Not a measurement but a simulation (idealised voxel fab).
Process module heading - voxel wiring stack
190 nm wide, 5 nm square cells: that's cross-section cut.
Format of a cross-section: grid, square cells. Given as bands. Order: top down. Band: one or more rows of cells.
It is stipulated that each band's entry specify, in nanometres, the height of the top of the band and then that of its bottom, followed by the materials of the band in left-to-right sequence, each together with its width in nanometres. A single material marked by the word "throughout" is understood to fill the band from edge to edge; the word "air" is understood to denote empty space.
Beneath 0, the wafer as received is one material, and that level is where height counting begins. The lowest band goes on downward without a bottom; it is written like "top 0, no bottom".
A width given as "30..40" starts at the first number in the band's top row and ends at the second number in its bottom row, shifting by an equal amount at every step from row to row.
"remained the same" (step): cross-section cells unchanged, all of them.
"Sealed voids" contains a list of empty spaces, each no smaller than 8 cells and without an open way to the top, written in the form width x height at distance with the distance from the left edge and all three in nm.
after a step's settings: what the simulator itself notes on the step
Regarding "overlay nm": on a step with a mask, it is the distance the mask lay to the right of its planned place; a negative value places it to the left.

Set out below are the planned steps of the process
1: RECEIVE (material Si)
2: CONFORMAL_DEP (material SiO2; thk nm 10)
3: CONFORMAL_DEP (material SiN; thk nm 5)
4: DIRECTIONAL_DEP (material lowk; thk nm 15)
5: DIRECTIONAL_DEP (material aC; thk nm 10)
6: PATTERN (tone open; mask id METAL_1; material resist; width nm 25; pitch nm 50; thk nm 30; overlay nm 0)
7: DIRECTIONAL_ETCH (etch materials aC; depth nm 10)
8: STRIP (etch materials resist)
9: DIRECTIONAL_ETCH (etch materials lowk; depth nm 15)
10: DIRECTIONAL_ETCH (etch materials SiN; depth nm 5)
11: STRIP (etch materials aC)
12: CONFORMAL_DEP (material TiN; thk nm 5)
13: FILL_DEP (material Cu; thk nm 5)
14: CMP (height nm 30)
15: EPI (material Ru; thk nm 5)
16: FILL_DEP (material SiCN; thk nm 5)
17: DIRECTIONAL_DEP (material SiO2; thk nm 25)
18: DIRECTIONAL_DEP (material aC; thk nm 15)
19: PATTERN (tone open; mask id METAL_2; material resist; width nm 25; pitch nm 50; thk nm 30; overlay nm 0)
20: DIRECTIONAL_ETCH (etch materials aC; depth nm 15)
21: STRIP (etch materials resist)
22: DIRECTIONAL_ETCH (etch materials SiO2; depth nm 15)
23: STRIP (etch materials aC)
24: MASKED_ETCH (tone open; mask id METAL_2_HOLES; width nm 15; etch materials SiO2; depth nm 10; overlay nm 0)
25: MASKED_ETCH (tone open; mask id METAL_2_HOLES; width nm 15; etch materials SiCN; depth nm 5; overlay nm 0)
26: CONFORMAL_DEP (material TiN; thk nm 5)
27: FILL_DEP (material Cu; thk nm 5)
28: CMP (height nm 65)
29: CONFORMAL_DEP (material SiCN; thk nm 5)

As-received wafer cross-section (after step 1)
  top 0, no bottom = Si throughout
  Sealed voids: none

Cross-sectional view of the first of the two wafers upon completion of the module, processed in accordance with the plan
  top 70, bottom 65 = SiCN throughout
  top 65, bottom 55 = 55 SiO2; 5 TiN; 15 Cu; 5 TiN; 25 SiO2; 5 TiN; 15 Cu; 5 TiN; 60 SiO2
  top 55, bottom 50 = 55 SiO2; 5 TiN; 5 Cu; 15 TiN; 25 SiO2; 25 TiN; 60 SiO2
  top 50, bottom 40 = 55 SiO2; 5 TiN; 5 Cu; 5 TiN; 120 SiO2
  top 40, bottom 35 = 55 SiCN; 15 TiN; 120 SiCN
  top 35, bottom 30 = 50 SiCN; 35 Ru; 15 SiCN; 35 Ru; 55 SiCN
  top 30, bottom 15 = 55 lowk; 5 TiN; 15 Cu; 5 TiN; 25 lowk; 5 TiN; 15 Cu; 5 TiN; 60 lowk
  top 15, bottom 10 = 55 SiN; 25 TiN; 25 SiN; 25 TiN; 60 SiN
  top 10, bottom 0 = SiO2 throughout
  top 0, no bottom = Si throughout
  Sealed voids: none

Cross-section, wafer two of two, end of module: same start and plan as wafer one, one error in execution
  top 70, bottom 65 = SiCN throughout
  top 65, bottom 55 = 55 SiO2; 5 TiN; 20 Cu; 5 TiN; 20 SiO2; 5 TiN; 20 Cu; 5 TiN; 55 SiO2
  top 55, bottom 50 = 55 SiO2; 5 TiN; 5 Cu; 20 TiN; 20 SiO2; 30 TiN; 55 SiO2
  top 50, bottom 40 = 55 SiO2; 5 TiN; 5 Cu; 5 TiN; 120 SiO2
  top 40, bottom 35 = 55 SiCN; 15 TiN; 120 SiCN
  top 35, bottom 30 = 50 SiCN; 35 Ru; 15 SiCN; 35 Ru; 55 SiCN
  top 30, bottom 15 = 55 lowk; 5 TiN; 15 Cu; 5 TiN; 25 lowk; 5 TiN; 15 Cu; 5 TiN; 60 lowk
  top 15, bottom 10 = 55 SiN; 25 TiN; 25 SiN; 25 TiN; 60 SiN
  top 10, bottom 0 = SiO2 throughout
  top 0, no bottom = Si throughout
  Sealed voids: none
Diagnosis: step 19 ran differently from the plan; actual operation with settings: PATTERN (tone open; mask id METAL_2; material resist; width nm 30; pitch nm 50; thk nm 30; overlay nm 0)
Upon completion, the second wafer contains, in terms of cells, a greater or smaller amount of certain materials than the first wafer: 4 more of Cu | 6 fewer of SiO2 | 2 more of TiN
